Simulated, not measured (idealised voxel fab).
Process module heading - voxel gate over fins
Section shown: cut. Width: 215 nm. Cell size: 5 nm, square.
Throughout this document, each cross-section is represented as a grid of square cells and is presented as a sequence of bands enumerated from the top downward, where a band comprises one or more rows of cells.
Heights first: top, then bottom, in nm. Then materials, left to right, each with a width in nm. "throughout" on a single material: fills the band edge to edge. "empty": empty space.
All heights in this document are referenced to 0, defined as the level beneath which the wafer, as received, consists entirely of one material. The lowest band is not bounded below; it extends indefinitely downward and is written in the form "0 -> down".
Note: "30..40" means the width goes from the first number (top row of the band) to the second number (bottom row) in equal steps per row of cells.
The designation "no change", where it is given for a processing step, indicates that no cell of the cross-section was altered in the course of that step.
This entry, "Closed void listing", enumerates those empty regions of no fewer than 8 cells that possess no open connection to the top. Each region is reported in the form width x height at distance, the distance being taken from the left edge, with all three quantities expressed in nm.
Note: text after step settings on the step line = simulator remark on that step.
A step's line can hold "overlay nm"; with a mask on that step, the setting says how far right of the planned place the mask lay, while a negative setting says it lay to the left.
## Process steps (planned)
| 1 | RECEIVE with material Si |
| 2 | CONFORMAL_DEP with material SiN, thk nm 10 |
| 3 | DIRECTIONAL_DEP with material aC, thk nm 15 |
| 4 | PATTERN with tone cover, mask id FINS, material resist, width nm 15, pitch nm 40, thk nm 30, overlay nm 0 |
| 5 | DIRECTIONAL_ETCH with etch materials aC, depth nm 15 |
| 6 | STRIP with etch materials resist |
| 7 | DIRECTIONAL_ETCH with etch materials SiN, depth nm 10 |
| 8 | DIRECTIONAL_ETCH with etch materials Si, depth nm 40 |
| 9 | STRIP with etch materials aC |
| 10 | FILL_DEP with material SiO2, thk nm 5 |
| 11 | CMP with height nm 10 |
| 12 | SELECTIVE_ETCH with etch materials SiO2, depth nm 25 |
| 13 | STRIP with etch materials SiN |
| 14 | CONFORMAL_DEP with material HfO2, thk nm 5 |
| 15 | CONFORMAL_DEP with material TiN, thk nm 5 |
| 16 | CONFORMAL_DEP with material TiAl, thk nm 5 |
| 17 | CONFORMAL_DEP with material TiN, thk nm 5 |
| 18 | FILL_DEP with material W, thk nm 15 |
| 19 | CMP with height nm 30 |
| 20 | CONFORMAL_DEP with material SiCN, thk nm 10 |
## first wafer, as planned
## Cross-section of the incoming wafer, state after step 1
0 -> down  Si throughout
Closed void listing: none
## Cross-section of the wafer subsequent to step 2
10 -> 0  SiN throughout
below 0: unchanged
## Cross-section of the wafer subsequent to step 3
25 -> 10  aC throughout
below 10: unchanged
## Cross-section of the wafer subsequent to step 4
55 -> 25  empty (60)  resist (15)  empty (25)  resist (15)  empty (25)  resist (15)  empty (60)
below 25: unchanged
## Cross-section of the wafer subsequent to step 5
40 -> 25  empty (60)  resist (15)  empty (25)  resist (15)  empty (25)  resist (15)  empty (60)
25 -> 10  empty (60)  aC (15)  empty (25)  aC (15)  empty (25)  aC (15)  empty (60)
below 10: unchanged
## Cross-section of the wafer subsequent to step 6
25 -> 10  empty (60)  aC (15)  empty (25)  aC (15)  empty (25)  aC (15)  empty (60)
below 10: unchanged
## Cross-section of the wafer subsequent to step 7
25 -> 10  empty (60)  aC (15)  empty (25)  aC (15)  empty (25)  aC (15)  empty (60)
10 -> 0  empty (60)  SiN (15)  empty (25)  SiN (15)  empty (25)  SiN (15)  empty (60)
below 0: unchanged
## Cross-section of the wafer subsequent to step 8
25 -> 10  empty (60)  aC (15)  empty (25)  aC (15)  empty (25)  aC (15)  empty (60)
10 -> 0  empty (60)  SiN (15)  empty (25)  SiN (15)  empty (25)  SiN (15)  empty (60)
0 -> -40  empty (60)  Si (15)  empty (25)  Si (15)  empty (25)  Si (15)  empty (60)
below -40: unchanged
## Cross-section of the wafer subsequent to step 9
10 -> 0  empty (60)  SiN (15)  empty (25)  SiN (15)  empty (25)  SiN (15)  empty (60)
below 0: unchanged
## Cross-section of the wafer subsequent to step 10
15 -> 10  SiO2 throughout
10 -> 0  SiO2 (60)  SiN (15)  SiO2 (25)  SiN (15)  SiO2 (25)  SiN (15)  SiO2 (60)
0 -> -40  SiO2 (60)  Si (15)  SiO2 (25)  Si (15)  SiO2 (25)  Si (15)  SiO2 (60)
below -40: unchanged
## Cross-section of the wafer subsequent to step 11
10 -> 0  SiO2 (60)  SiN (15)  SiO2 (25)  SiN (15)  SiO2 (25)  SiN (15)  SiO2 (60)
below 0: unchanged
## Cross-section of the wafer subsequent to step 12
10 -> 0  empty (60)  SiN (15)  empty (25)  SiN (15)  empty (25)  SiN (15)  empty (60)
0 -> -15  empty (60)  Si (15)  empty (25)  Si (15)  empty (25)  Si (15)  empty (60)
below -15: unchanged
## Cross-section of the wafer subsequent to step 13
0 -> -15  empty (60)  Si (15)  empty (25)  Si (15)  empty (25)  Si (15)  empty (60)
below -15: unchanged
## Cross-section of the wafer subsequent to step 14
5 -> 0  empty (55)  HfO2 (25)  empty (15)  HfO2 (25)  empty (15)  HfO2 (25)  empty (55)
0 -> -10  empty (55)  HfO2 (5)  Si (15)  HfO2 (5)  empty (15)  HfO2 (5)  Si (15)  HfO2 (5)  empty (15)  HfO2 (5)  Si (15)  HfO2 (5)  empty (55)
-10 -> -15  HfO2 (60)  Si (15)  HfO2 (25)  Si (15)  HfO2 (25)  Si (15)  HfO2 (60)
below -15: unchanged
## Cross-section of the wafer subsequent to step 15
10 -> 5  empty (50)  TiN (35)  empty (5)  TiN (35)  empty (5)  TiN (35)  empty (50)
5 -> 0  empty (50)  TiN (5)  HfO2 (25)  TiN (5)  empty (5)  TiN (5)  HfO2 (25)  TiN (5)  empty (5)  TiN (5)  HfO2 (25)  TiN (5)  empty (50)
0 -> -5  empty (50)  TiN (5)  HfO2 (5)  Si (15)  HfO2 (5)  TiN (5)  empty (5)  TiN (5)  HfO2 (5)  Si (15)  HfO2 (5)  TiN (5)  empty (5)  TiN (5)  HfO2 (5)  Si (15)  HfO2 (5)  TiN (5)  empty (50)
-5 -> -10  TiN (55)  HfO2 (5)  Si (15)  HfO2 (5)  TiN (15)  HfO2 (5)  Si (15)  HfO2 (5)  TiN (15)  HfO2 (5)  Si (15)  HfO2 (5)  TiN (55)
below -10: unchanged
## Cross-section of the wafer subsequent to step 16
15 -> 10  empty (45)  TiAl (125)  empty (45)
10 -> 5  empty (45)  TiAl (5)  TiN (35)  TiAl (5)  TiN (35)  TiAl (5)  TiN (35)  TiAl (5)  empty (45)
5 -> 0  empty (45)  TiAl (5)  TiN (5)  HfO2 (25)  TiN (5)  TiAl (5)  TiN (5)  HfO2 (25)  TiN (5)  TiAl (5)  TiN (5)  HfO2 (25)  TiN (5)  TiAl (5)  empty (45)
0 -> -5  TiAl (50)  TiN (5)  HfO2 (5)  Si (15)  HfO2 (5)  TiN (5)  TiAl (5)  TiN (5)  HfO2 (5)  Si (15)  HfO2 (5)  TiN (5)  TiAl (5)  TiN (5)  HfO2 (5)  Si (15)  HfO2 (5)  TiN (5)  TiAl (50)
below -5: unchanged
## Cross-section of the wafer subsequent to step 17
20 -> 15  empty (40)  TiN (135)  empty (40)
15 -> 10  empty (40)  TiN (5)  TiAl (125)  TiN (5)  empty (40)
10 -> 5  empty (40)  TiN (5)  TiAl (5)  TiN (35)  TiAl (5)  TiN (35)  TiAl (5)  TiN (35)  TiAl (5)  TiN (5)  empty (40)
5 -> 0  TiN (45)  TiAl (5)  TiN (5)  HfO2 (25)  TiN (5)  TiAl (5)  TiN (5)  HfO2 (25)  TiN (5)  TiAl (5)  TiN (5)  HfO2 (25)  TiN (5)  TiAl (5)  TiN (45)
below 0: unchanged
## Cross-section of the wafer subsequent to step 18
35 -> 20  W throughout
20 -> 15  W (40)  TiN (135)  W (40)
15 -> 10  W (40)  TiN (5)  TiAl (125)  TiN (5)  W (40)
10 -> 5  W (40)  TiN (5)  TiAl (5)  TiN (35)  TiAl (5)  TiN (35)  TiAl (5)  TiN (35)  TiAl (5)  TiN (5)  W (40)
below 5: unchanged
## Cross-section of the wafer subsequent to step 19
30 -> 20  W throughout
below 20: unchanged
## Cross-section of the wafer subsequent to step 20
40 -> 30  SiCN throughout
below 30: unchanged
## Second wafer, same starting state and plan as the first, one mistake in the run, identical through step 3
## Second wafer cross-section, taken as of the time the plan sets for step 4 to be done
55 -> 25  empty (50)  resist (15)  empty (25)  resist (15)  empty (25)  resist (15)  empty (70)
below 25: unchanged
## Second wafer cross-section, taken as of the time the plan sets for step 5 to be done
40 -> 25  empty (50)  resist (15)  empty (25)  resist (15)  empty (25)  resist (15)  empty (70)
25 -> 10  empty (50)  aC (15)  empty (25)  aC (15)  empty (25)  aC (15)  empty (70)
below 10: unchanged
## Second wafer cross-section, taken as of the time the plan sets for step 6 to be done
25 -> 10  empty (50)  aC (15)  empty (25)  aC (15)  empty (25)  aC (15)  empty (70)
below 10: unchanged
## Second wafer cross-section, taken as of the time the plan sets for step 7 to be done
25 -> 10  empty (50)  aC (15)  empty (25)  aC (15)  empty (25)  aC (15)  empty (70)
10 -> 0  empty (50)  SiN (15)  empty (25)  SiN (15)  empty (25)  SiN (15)  empty (70)
below 0: unchanged
## Second wafer cross-section, taken as of the time the plan sets for step 8 to be done
25 -> 10  empty (50)  aC (15)  empty (25)  aC (15)  empty (25)  aC (15)  empty (70)
10 -> 0  empty (50)  SiN (15)  empty (25)  SiN (15)  empty (25)  SiN (15)  empty (70)
0 -> -40  empty (50)  Si (15)  empty (25)  Si (15)  empty (25)  Si (15)  empty (70)
below -40: unchanged
## Second wafer cross-section, taken as of the time the plan sets for step 9 to be done
10 -> 0  empty (50)  SiN (15)  empty (25)  SiN (15)  empty (25)  SiN (15)  empty (70)
below 0: unchanged
## Second wafer cross-section, taken as of the time the plan sets for step 10 to be done
15 -> 10  SiO2 throughout
10 -> 0  SiO2 (50)  SiN (15)  SiO2 (25)  SiN (15)  SiO2 (25)  SiN (15)  SiO2 (70)
0 -> -40  SiO2 (50)  Si (15)  SiO2 (25)  Si (15)  SiO2 (25)  Si (15)  SiO2 (70)
below -40: unchanged
## Second wafer cross-section, taken as of the time the plan sets for step 11 to be done
10 -> 0  SiO2 (50)  SiN (15)  SiO2 (25)  SiN (15)  SiO2 (25)  SiN (15)  SiO2 (70)
below 0: unchanged
## Second wafer cross-section, taken as of the time the plan sets for step 12 to be done
10 -> 0  empty (50)  SiN (15)  empty (25)  SiN (15)  empty (25)  SiN (15)  empty (70)
0 -> -15  empty (50)  Si (15)  empty (25)  Si (15)  empty (25)  Si (15)  empty (70)
below -15: unchanged
## Second wafer cross-section, taken as of the time the plan sets for step 13 to be done
0 -> -15  empty (50)  Si (15)  empty (25)  Si (15)  empty (25)  Si (15)  empty (70)
below -15: unchanged
## Second wafer cross-section, taken as of the time the plan sets for step 14 to be done
5 -> 0  empty (45)  HfO2 (25)  empty (15)  HfO2 (25)  empty (15)  HfO2 (25)  empty (65)
0 -> -10  empty (45)  HfO2 (5)  Si (15)  HfO2 (5)  empty (15)  HfO2 (5)  Si (15)  HfO2 (5)  empty (15)  HfO2 (5)  Si (15)  HfO2 (5)  empty (65)
-10 -> -15  HfO2 (50)  Si (15)  HfO2 (25)  Si (15)  HfO2 (25)  Si (15)  HfO2 (70)
below -15: unchanged
## Second wafer cross-section, taken as of the time the plan sets for step 15 to be done
10 -> 5  empty (40)  TiN (35)  empty (5)  TiN (35)  empty (5)  TiN (35)  empty (60)
5 -> 0  empty (40)  TiN (5)  HfO2 (25)  TiN (5)  empty (5)  TiN (5)  HfO2 (25)  TiN (5)  empty (5)  TiN (5)  HfO2 (25)  TiN (5)  empty (60)
0 -> -5  empty (40)  TiN (5)  HfO2 (5)  Si (15)  HfO2 (5)  TiN (5)  empty (5)  TiN (5)  HfO2 (5)  Si (15)  HfO2 (5)  TiN (5)  empty (5)  TiN (5)  HfO2 (5)  Si (15)  HfO2 (5)  TiN (5)  empty (60)
-5 -> -10  TiN (45)  HfO2 (5)  Si (15)  HfO2 (5)  TiN (15)  HfO2 (5)  Si (15)  HfO2 (5)  TiN (15)  HfO2 (5)  Si (15)  HfO2 (5)  TiN (65)
below -10: unchanged
## Second wafer cross-section, taken as of the time the plan sets for step 16 to be done
15 -> 10  empty (35)  TiAl (125)  empty (55)
10 -> 5  empty (35)  TiAl (5)  TiN (35)  TiAl (5)  TiN (35)  TiAl (5)  TiN (35)  TiAl (5)  empty (55)
5 -> 0  empty (35)  TiAl (5)  TiN (5)  HfO2 (25)  TiN (5)  TiAl (5)  TiN (5)  HfO2 (25)  TiN (5)  TiAl (5)  TiN (5)  HfO2 (25)  TiN (5)  TiAl (5)  empty (55)
0 -> -5  TiAl (40)  TiN (5)  HfO2 (5)  Si (15)  HfO2 (5)  TiN (5)  TiAl (5)  TiN (5)  HfO2 (5)  Si (15)  HfO2 (5)  TiN (5)  TiAl (5)  TiN (5)  HfO2 (5)  Si (15)  HfO2 (5)  TiN (5)  TiAl (60)
below -5: unchanged
## Second wafer cross-section, taken as of the time the plan sets for step 17 to be done
20 -> 15  empty (30)  TiN (135)  empty (50)
15 -> 10  empty (30)  TiN (5)  TiAl (125)  TiN (5)  empty (50)
10 -> 5  empty (30)  TiN (5)  TiAl (5)  TiN (35)  TiAl (5)  TiN (35)  TiAl (5)  TiN (35)  TiAl (5)  TiN (5)  empty (50)
5 -> 0  TiN (35)  TiAl (5)  TiN (5)  HfO2 (25)  TiN (5)  TiAl (5)  TiN (5)  HfO2 (25)  TiN (5)  TiAl (5)  TiN (5)  HfO2 (25)  TiN (5)  TiAl (5)  TiN (55)
below 0: unchanged
## Second wafer cross-section, taken as of the time the plan sets for step 18 to be done
35 -> 20  W throughout
20 -> 15  W (30)  TiN (135)  W (50)
15 -> 10  W (30)  TiN (5)  TiAl (125)  TiN (5)  W (50)
10 -> 5  W (30)  TiN (5)  TiAl (5)  TiN (35)  TiAl (5)  TiN (35)  TiAl (5)  TiN (35)  TiAl (5)  TiN (5)  W (50)
below 5: unchanged
## Second wafer cross-section, taken as of the time the plan sets for step 19 to be done
30 -> 20  W throughout
below 20: unchanged
## Second wafer cross-section, taken as of the time the plan sets for step 20 to be done
40 -> 30  SiCN throughout
below 30: unchanged
Nonconformance to the process plan: step 4 did not use the planned setting and instead ran as PATTERN with tone cover, mask id FINS, material resist, width nm 15, pitch nm 40, thk nm 30, overlay nm -10
Both wafers, final: cells per material equal; arrangement not.
